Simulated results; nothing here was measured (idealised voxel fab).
process module | voxel capacitor over wiring
The cross-section on display is named cut; it measures 205 nm wide, and its cells are 5 nm squares.
Notation: cross-section as square-cell grid; stated in bands, top first, going down; one or more cell rows per band.
Each band's line starts with the height of the band's top and of its bottom, in nm. Then come its materials from left to right, each with its width in nm. One material with "throughout" fills the band from edge to edge. "air" is empty space.
A quick word on heights: they are counted from 0, and under that level the wafer as it came to us is one material throughout. The lowest band is different from the rest in having no bottom; it simply continues downward, written as in "0..down".
A two-number width, for instance "30..40", indicates that the width is equal to the first number in the top row of the band and to the second number in the bottom row, and that it changes by a constant amount per row of cells.
"remained unchanged" -> step changed no cross-section cell.
"Cavities, sealed" contains a list of empty spaces, each no smaller than 8 cells and without an open way to the top, written in the form width x height at distance with the distance from the left edge and all three in nm.
Formally, on a step line, whatever follows the settings is a remark that the simulator itself makes on the step.
Each step line may optionally specify "overlay nm", which for a step with a mask gives the rightward distance between the mask's planned place and where it lay, a negative value indicating the leftward direction.

PLANNED PROCESS STEPS
step 1: RECEIVE (material Si)
step 2: CONFORMAL_DEP (material SiO2; thk nm 10)
step 3: CONFORMAL_DEP (material SiCN; thk nm 5)
step 4: DIRECTIONAL_DEP (material lowk; thk nm 15)
step 5: PATTERN (tone open; mask id METAL_1; material resist; width nm 25; pitch nm 95; thk nm 15; overlay nm 0)
step 6: DIRECTIONAL_ETCH (etch materials lowk; depth nm 15)
step 7: DIRECTIONAL_ETCH (etch materials SiCN; depth nm 5)
step 8: STRIP (etch materials resist)
step 9: CONFORMAL_DEP (material TiN; thk nm 5)
step 10: FILL_DEP (material Cu; thk nm 5)
step 11: CMP (height nm 30)
step 12: EPI (material Ru; thk nm 5)
step 13: FILL_DEP (material SiCN; thk nm 5)
step 14: DIRECTIONAL_DEP (material lowk; thk nm 15)
step 15: DIRECTIONAL_DEP (material aC; thk nm 15)
step 16: PATTERN (tone open; mask id PLUG_1; material resist; width nm 15; thk nm 35; overlay nm 0)
step 17: DIRECTIONAL_ETCH (etch materials aC; depth nm 15)
step 18: STRIP (etch materials resist)
step 19: DIRECTIONAL_ETCH (etch materials lowk; depth nm 15)
step 20: DIRECTIONAL_ETCH (etch materials SiCN; depth nm 5)
step 21: STRIP (etch materials aC)
step 22: EPI (material Ru; thk nm 10)
step 23: EPI (material Ru; thk nm 10)
step 24: DIRECTIONAL_DEP (material TiN; thk nm 10)
step 25: DIRECTIONAL_DEP (material Al2O3; thk nm 5)
step 26: DIRECTIONAL_DEP (material TiN; thk nm 5)
step 27: MASKED_ETCH (tone cover; mask id UPPER_PLATE; width nm 75; etch materials TiN; depth nm 5; overlay nm 0)
step 28: MASKED_ETCH (tone cover; mask id UPPER_PLATE; width nm 75; etch materials Al2O3; depth nm 5; overlay nm 0)
step 29: PATTERN (tone cover; mask id LOWER_PLATE; material resist; width nm 85; thk nm 20; overlay nm 0)
step 30: DIRECTIONAL_ETCH (etch materials TiN; depth nm 10)
step 31: STRIP (etch materials resist)
step 32: FILL_DEP (material SiO2; thk nm 20)
step 33: CMP (height nm 90)
step 34: DIRECTIONAL_DEP (material aC; thk nm 10)
step 35: PATTERN (tone open; mask id PLUG_2; material resist; width nm 15; thk nm 30; overlay nm 0)
step 36: DIRECTIONAL_ETCH (etch materials aC; depth nm 10)
step 37: STRIP (etch materials resist)
step 38: DIRECTIONAL_ETCH (etch materials SiO2; depth nm 15)
step 39: STRIP (etch materials aC)
step 40: CONFORMAL_DEP (material TiN; thk nm 5)
step 41: FILL_DEP (material Ru; thk nm 5)
step 42: CMP (height nm 90)
step 43: CONFORMAL_DEP (material SiN; thk nm 5)

WAFER AT RECEIPT (POST STEP 1), CROSS-SECTION
> 0..down  Si throughout
> Cavities, sealed: none

FIRST OF TWO WAFERS AT THE END OF THE MODULE, SHOWN IN CROSS-SECTION; RUN CARRIED OUT AS PLANNED
> 95..90  SiN throughout
> 90..80  60 of SiO2; 5 of TiN; 5 of Ru; 5 of TiN; 130 of SiO2
> 80..70  60..50 of SiO2; 15..75 of TiN; 130..80 of SiO2
> 70..65  50 of SiO2; 75 of Al2O3; 80 of SiO2
> 65..55  45 of SiO2; 85 of TiN; 75 of SiO2
> 55..40  50 of lowk; 15 of Ru; 140 of lowk
> 40..35  50 of SiCN; 15 of Ru; 140 of SiCN
> 35..30  35 of SiCN; 35 of Ru; 60 of SiCN; 35 of Ru; 40 of SiCN
> 30..15  40 of lowk; 5 of TiN; 15 of Cu; 5 of TiN; 70 of lowk; 5 of TiN; 15 of Cu; 5 of TiN; 45 of lowk
> 15..10  40 of SiCN; 25 of TiN; 70 of SiCN; 25 of TiN; 45 of SiCN
> 10..0  SiO2 throughout
> 0..down  Si throughout
> Cavities, sealed: none

THIS IS THE SECOND OF THE TWO WAFERS, CROSS-SECTIONED AT THE END OF THE MODULE; IT STARTED EXACTLY LIKE THE FIRST AND WAS GIVEN THE SAME PLAN, BUT IT WAS RUN WITH ONE MISTAKE
> 95..90  SiN throughout
> 90..80  60 of SiO2; 5 of TiN; 5 of Ru; 5 of TiN; 130 of SiO2
> 80..75  60 of SiO2; 15 of TiN; 130 of SiO2
> 75..70  SiO2 throughout
> 70..65  50 of SiO2; 75 of TiN; 80 of SiO2
> 65..60  50 of SiO2; 75 of Al2O3; 80 of SiO2
> 60..55  45 of SiO2; 85 of TiN; 75 of SiO2
> 55..40  50 of lowk; 15 of Ru; 140 of lowk
> 40..35  50 of SiCN; 15 of Ru; 140 of SiCN
> 35..30  35 of SiCN; 35 of Ru; 60 of SiCN; 35 of Ru; 40 of SiCN
> 30..15  40 of lowk; 5 of TiN; 15 of Cu; 5 of TiN; 70 of lowk; 5 of TiN; 15 of Cu; 5 of TiN; 45 of lowk
> 15..10  40 of SiCN; 25 of TiN; 70 of SiCN; 25 of TiN; 45 of SiCN
> 10..0  SiO2 throughout
> 0..down  Si throughout
> Cavities, sealed: none
Deviation from plan: step 24 went in with a setting other than planned; the actual run was DIRECTIONAL_DEP (material TiN; thk nm 5)
Looking at both finished wafers in cells, the second ends up ahead of or behind the first on some materials: +17 SiO2 | -17 TiN
